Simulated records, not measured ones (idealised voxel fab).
Process module under the name voxel self aligned vias
Shown is cross-section cut, with a width of 225 nm and square cells of size 5 nm.
For the purposes of this document, a cross-section shall be understood as a grid of square cells, specified as bands listed in top-to-bottom order, each band consisting of one or more rows of cells. Read a band's entry like this: the first values are the height of its top and the height of its bottom in nm, and what follows is the sequence of materials from left to right, each with its width in nm. Note that "empty" is empty space, and that a single material marked "all across" reaches across the band from edge to edge. Height reference: 0 = level under which incoming wafer is all one material. Lowest band: no bottom, runs on downward, e.g. "from 0 down". Width spec "30->40" -> top row of cells at first value, bottom row at second value, equal per-row change in between. Where the words "no change occurred" appear for a step, the cross-section shows no cell changed by that step; every cell remained as before. Voids not open to the top, 8 cells minimum: see "Unvented cavities". Written width x height at distance; distance is from the left edge; nm. Step line, after settings: the simulator's comment on this step. Among the settings permitted on a step's line is "overlay nm"; applied to a step with a mask, it specifies the extent to which the mask lay to the right of its planned position, whereas a negative figure signifies a position to the left.
**Intended process steps**
1: RECEIVE,material Si
2: CONFORMAL_DEP,material SiO2,thk nm 10
3: CONFORMAL_DEP,material SiCN,thk nm 5
4: DIRECTIONAL_DEP,material SiO2,thk nm 20
5: PATTERN,tone open,mask id LINES,material resist,width nm 30,pitch nm 65,thk nm 15,overlay nm 0
6: DIRECTIONAL_ETCH,etch materials SiO2,depth nm 20
7: STRIP,etch materials resist
8: CONFORMAL_DEP,material TiN,thk nm 5
9: FILL_DEP,material Ru,thk nm 10
10: CMP,height nm 35
11: SELECTIVE_ETCH,etch materials W Ru TiN,depth nm 5
12: FILL_DEP,material SiN,thk nm 5
13: CMP,height nm 35
14: DIRECTIONAL_DEP,material SiO2,thk nm 15
15: PATTERN,tone open,mask id VIAS,material resist,width nm 40,pitch nm 65,thk nm 15,overlay nm 0
16: DIRECTIONAL_ETCH,etch materials SiO2,depth nm 15
17: DIRECTIONAL_ETCH,etch materials SiN,depth nm 5
18: STRIP,etch materials resist
19: CONFORMAL_DEP,material TiN,thk nm 5
20: FILL_DEP,material Cu,thk nm 5
21: CMP,height nm 50
22: CONFORMAL_DEP,material SiCN,thk nm 5
**Cross-section of the wafer as it came to us, i.e., already through step 1**
> from 0 down: Si all across
> Unvented cavities: none
**Cross-section taken at module completion on the first of two wafers; processed per the plan**
> from 55 to 50: SiCN all across
> from 50 to 40: 25 of SiO2 | 5 of TiN | 30 of Cu | 5 of TiN | 25 of SiO2 | 5 of TiN | 30 of Cu | 5 of TiN | 25 of SiO2 | 5 of TiN | 30 of Cu | 5 of TiN | 30 of SiO2
> from 40 to 35: 25 of SiO2 | 10 of TiN | 20 of Cu | 10 of TiN | 25 of SiO2 | 10 of TiN | 20 of Cu | 10 of TiN | 25 of SiO2 | 10 of TiN | 20 of Cu | 10 of TiN | 30 of SiO2
> from 35 to 30: 30 of SiO2 | 30 of TiN | 35 of SiO2 | 30 of TiN | 35 of SiO2 | 30 of TiN | 35 of SiO2
> from 30 to 20: 30 of SiO2 | 5 of TiN | 20 of Ru | 5 of TiN | 35 of SiO2 | 5 of TiN | 20 of Ru | 5 of TiN | 35 of SiO2 | 5 of TiN | 20 of Ru | 5 of TiN | 35 of SiO2
> from 20 to 15: 30 of SiO2 | 30 of TiN | 35 of SiO2 | 30 of TiN | 35 of SiO2 | 30 of TiN | 35 of SiO2
> from 15 to 10: SiCN all across
> from 10 to 0: SiO2 all across
> from 0 down: Si all across
> Unvented cavities: none
**Cross-sectional view: second of two wafers, end of module; start and plan identical to the first, one mistake in running**
> from 55 to 50: SiCN all across
> from 50 to 40: 25 of SiO2 | 5 of TiN | 30 of Cu | 5 of TiN | 25 of SiO2 | 5 of TiN | 30 of Cu | 5 of TiN | 25 of SiO2 | 5 of TiN | 30 of Cu | 5 of TiN | 30 of SiO2
> from 40 to 35: 25 of SiO2 | 5 of TiN | 15 of Cu | 20 of TiN | 25 of SiO2 | 5 of TiN | 15 of Cu | 20 of TiN | 25 of SiO2 | 5 of TiN | 15 of Cu | 20 of TiN | 30 of SiO2
> from 35 to 30: 20 of SiO2 | 5 of SiN | 25 of TiN | 35 of SiO2 | 5 of SiN | 25 of TiN | 35 of SiO2 | 5 of SiN | 25 of TiN | 45 of SiO2
> from 30 to 20: 20 of SiO2 | 5 of TiN | 20 of Ru | 5 of TiN | 35 of SiO2 | 5 of TiN | 20 of Ru | 5 of TiN | 35 of SiO2 | 5 of TiN | 20 of Ru | 5 of TiN | 45 of SiO2
> from 20 to 15: 20 of SiO2 | 30 of TiN | 35 of SiO2 | 30 of TiN | 35 of SiO2 | 30 of TiN | 45 of SiO2
> from 15 to 10: SiCN all across
> from 10 to 0: SiO2 all across
> from 0 down: Si all across
> Unvented cavities: none
Plan not followed: step 5 did not use the planned setting and instead ran as PATTERN,tone open,mask id LINES,material resist,width nm 30,pitch nm 65,thk nm 15,overlay nm -10
End of process, cell counts, second wafer against first, materials with more or fewer: -3 Cu, +3 SiN
